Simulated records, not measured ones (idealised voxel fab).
The process module presented herein is designated voxel air gaps.
The cross-section shown here is cut; it is 260 nm wide and divided into square cells measuring 5 nm on a side.
How to read a cross-section here: the picture is a grid of square cells, written as bands going from the top down, and any band can span one or more rows of cells.
Per band: top height and bottom height in nm, followed by the left-to-right materials and their widths in nm; "all across" marks a single material spanning edge to edge, "blank" marks empty space.
Note: height 0 marks the level under which the wafer is uniformly one material as received. Lowest band unbounded below, written "z 0 and below".
Per-row width for "30 to 40": begins at first number (top row of band), ends at second number (bottom row), increment between rows held constant.
Take "nothing altered" at face value: in the step it is given for, the cross-section changed in none of its cells.
Reported under the label "Closed internal voids" are the empty spaces having no open way to the top and comprising 8 cells or more; the notation for each is width x height at distance, in which the distance is measured from the left edge and all three values are in nm.
Anything after a step's settings on that line? It's the simulator's own note about the step.
overlay nm: mask right of planned place by this much (step with mask). Neg. = left.
[The process steps that were planned are listed below]
1,RECEIVE,material Si
2,CONFORMAL_DEP,material SiO2,thk nm 10
3,CONFORMAL_DEP,material SiCN,thk nm 5
4,DIRECTIONAL_DEP,material lowk,thk nm 40
5,DIRECTIONAL_DEP,material aC,thk nm 15
6,PATTERN,tone open,mask id LINES,material resist,width nm 25,pitch nm 50,thk nm 35,overlay nm 0
7,DIRECTIONAL_ETCH,etch materials aC,depth nm 15
8,STRIP,etch materials resist
9,DIRECTIONAL_ETCH,etch materials lowk,depth nm 40
10,STRIP,etch materials aC
11,CONFORMAL_DEP,material TiN,thk nm 5
12,FILL_DEP,material W,thk nm 5
13,CMP,height nm 55
14,EPI,material Ru,thk nm 10
15,SELECTIVE_ETCH,etch materials lowk,depth nm 50
16,CONFORMAL_DEP,material SiCN,thk nm 5
[Incoming wafer in cross-section (state: after step 1)]
* z 0 and below | Si all across
* Closed internal voids: none
[Below is the wafer in cross-section after the module was completed. It began from the starting point shown above and followed the plan shown above, except that one mistake was made while running it]
* z 70 to 65 | blank 25, then SiCN 205, then blank 30
* z 65 to 55 | blank 25, then SiCN 5, then Ru 45, then SiCN 5, then Ru 45, then SiCN 5, then Ru 45, then SiCN 5, then Ru 45, then SiCN 5, then blank 30
* z 55 to 50 | blank 25, then SiCN 15, then TiN 5, then W 15, then TiN 5, then SiCN 25, then TiN 5, then W 15, then TiN 5, then SiCN 25, then TiN 5, then W 15, then TiN 5, then SiCN 25, then TiN 5, then W 15, then TiN 5, then SiCN 15, then blank 30
* z 50 to 20 | blank 35, then SiCN 5, then TiN 5, then W 15, then TiN 5, then SiCN 5, then blank 15, then SiCN 5, then TiN 5, then W 15, then TiN 5, then SiCN 5, then blank 15, then SiCN 5, then TiN 5, then W 15, then TiN 5, then SiCN 5, then blank 15, then SiCN 5, then TiN 5, then W 15, then TiN 5, then SiCN 5, then blank 40
* z 20 to 15 | SiCN 40, then TiN 25, then SiCN 25, then TiN 25, then SiCN 25, then TiN 25, then SiCN 25, then TiN 25, then SiCN 45
* z 15 to 10 | SiCN all across
* z 10 to 0 | TiN all across
* z 0 and below | Si all across
* Closed internal voids: 15 x 30 at 70; 15 x 30 at 120; 15 x 30 at 170
Which mistake was made when the wafer was run? step 2 ran differently from the plan; actual operation with settings: CONFORMAL_DEP,material TiN,thk nm 10
